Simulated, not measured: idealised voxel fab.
Herein follows the process module entitled voxel fin reveal.
Section shown: cut. Width: 285 nm. Cell size: 5 nm, square.
Just so we're on the same page, the cross-sections are grids of square cells, and they're listed out in bands top to bottom, each band one or more rows deep.
Top, bottom (nm), then materials left to right with widths (nm); lone material tagged "throughout" fills the whole band edge to edge; "blank" = empty space.
A quick word on heights: they are counted from 0, and under that level the wafer as it came to us is one material throughout. The lowest band is different from the rest in having no bottom; it simply continues downward, written as in "0..down".
Top row gets the first number, bottom row gets the second, and each row in between changes by the same step: that is how a band width like "30->40" works.
"nothing was modified" means the step left every cell of the cross-section as it was.
"Enclosed void inventory": sealed empty spaces, 8 cells or more, no open way to top, listed width x height at distance, with distance from the left edge and width, height and distance in nm.
Whatever follows a step's settings on its line is a remark the simulator itself makes about that step.
For masked steps, "overlay nm" on the step line gives how far right of plan the mask actually lay; a minus sign means it lay to the left.
Process steps foreseen in the plan
| 1 | RECEIVE with material Si |
| 2 | CONFORMAL_DEP with material SiN, thk nm 10 |
| 3 | DIRECTIONAL_DEP with material aC, thk nm 15 |
| 4 | PATTERN with tone cover, mask id FINS, material resist, width nm 15, pitch nm 40, thk nm 30, overlay nm 0 |
| 5 | DIRECTIONAL_ETCH with etch materials aC, depth nm 15 |
| 6 | STRIP with etch materials resist |
| 7 | DIRECTIONAL_ETCH with etch materials SiN, depth nm 10 |
| 8 | DIRECTIONAL_ETCH with etch materials Si, depth nm 35 |
| 9 | STRIP with etch materials aC |
| 10 | FILL_DEP with material SiO2, thk nm 10 |
| 11 | CMP with height nm 10 |
| 12 | SELECTIVE_ETCH with etch materials SiO2, depth nm 20 |
| 13 | STRIP with etch materials SiN |
| 14 | CONFORMAL_DEP with material HfO2, thk nm 5 |
As-received wafer cross-section (after step 1)
    0..down: Si throughout
    Enclosed void inventory: none
Cross-section taken at module completion on the first of two wafers; processed per the plan
    5..0: 90 blank / 25 HfO2 / 15 blank / 25 HfO2 / 15 blank / 25 HfO2 / 90 blank
    0..-5: 90 blank / 5 HfO2 / 15 Si / 5 HfO2 / 15 blank / 5 HfO2 / 15 Si / 5 HfO2 / 15 blank / 5 HfO2 / 15 Si / 5 HfO2 / 90 blank
    -5..-10: 95 HfO2 / 15 Si / 25 HfO2 / 15 Si / 25 HfO2 / 15 Si / 95 HfO2
    -10..-35: 95 SiO2 / 15 Si / 25 SiO2 / 15 Si / 25 SiO2 / 15 Si / 95 SiO2
    -35..down: Si throughout
    Enclosed void inventory: none
Second wafer cross-section at end of module - shared start and plan with the first, one mistake in the run
    5..0: 90 blank / 30 HfO2 / 10 blank / 30 HfO2 / 10 blank / 30 HfO2 / 85 blank
    0..-5: 90 blank / 5 HfO2 / 20 Si / 5 HfO2 / 10 blank / 5 HfO2 / 20 Si / 5 HfO2 / 10 blank / 5 HfO2 / 20 Si / 5 HfO2 / 85 blank
    -5..-10: 95 HfO2 / 20 Si / 20 HfO2 / 20 Si / 20 HfO2 / 20 Si / 90 HfO2
    -10..-35: 95 SiO2 / 20 Si / 20 SiO2 / 20 Si / 20 SiO2 / 20 Si / 90 SiO2
    -35..down: Si throughout
    Enclosed void inventory: none
Error vs. plan: step 4 was run on a setting that differed from the plan, and what really ran there is PATTERN with tone cover, mask id FINS, material resist, width nm 20, pitch nm 40, thk nm 30, overlay nm 0
Once processing is complete, comparing cell counts shows that the second wafer has more or fewer of certain materials than the first: 21 more of Si | 15 fewer of SiO2
